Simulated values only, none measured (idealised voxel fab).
The document below concerns the process module designated voxel double patterning.
The cross-section on display is named cut; it measures 210 nm wide, and its cells are 5 nm squares.
If you're reading a cross-section in this doc, picture square cells in a grid; it comes to you as bands, top ones listed first down to the bottom, and a band can be one or more rows of cells. This entry defines a band. It first specifies the height of the band's top and the height of its bottom in nm, and then specifies the band's materials from left to right, stating each material with its width in nm. The word "edge to edge" identifies a single material that fills the band from edge to edge, while the word "blank" identifies empty space. Convention: height 0 is the level below which the wafer, as received, is all one material. The lowest band does not terminate at the bottom but continues downward, represented as "0 nm and below". A two-number width, for instance "30 to 40", indicates that the width is equal to the first number in the top row of the band and to the second number in the bottom row, and that it changes by a constant amount per row of cells. Key: "no change occurred" - step with no changed cell in the cross-section. For the entry "Fully closed voids", the listed items are empty spaces with no open way to the top whose size is 8 cells or more; each item follows the pattern width x height at distance, where distance is from the left edge and all three are in nm. What comes after the settings on a step's line is commentary from the simulator itself on that step. overlay nm: mask right of planned place by this much (step with mask). Neg. = left.
### The planned process steps are enumerated hereunder
- 1: RECEIVE,material Si
- 2: CONFORMAL_DEP,material SiO2,thk nm 10
- 3: DIRECTIONAL_DEP,material polySi,thk nm 10
- 4: DIRECTIONAL_DEP,material SiN,thk nm 10
- 5: DIRECTIONAL_DEP,material aC,thk nm 10
- 6: PATTERN,tone open,mask id FIRST,material resist,width nm 15,pitch nm 50,thk nm 25,overlay nm 0
- 7: DIRECTIONAL_ETCH,etch materials aC,depth nm 10
- 8: STRIP,etch materials resist
- 9: DIRECTIONAL_ETCH,etch materials SiN,depth nm 10
- 10: STRIP,etch materials aC
- 11: MASKED_ETCH,tone open,mask id SECOND,width nm 15,pitch nm 50,etch materials SiN,depth nm 10,overlay nm 0
- 12: DIRECTIONAL_ETCH,etch materials polySi,depth nm 10
- 13: STRIP,etch materials SiN
### Incoming wafer, cross-sectional view, post step 1
0 nm and below  Si edge to edge
Fully closed voids: none
### Starting wafer: above. Plan: above. Run: one mistake. Cross-section after the module: below
20 nm to 10 nm  polySi 45  blank 15  polySi 10  blank 15  polySi 10  blank 15  polySi 10  blank 15  polySi 10  blank 15  polySi 50
10 nm to 0 nm  aC edge to edge
0 nm and below  Si edge to edge
Fully closed voids: none
What was the processing mistake? step 2 was run on a setting that differed from the plan, and what really ran there is CONFORMAL_DEP,material aC,thk nm 10
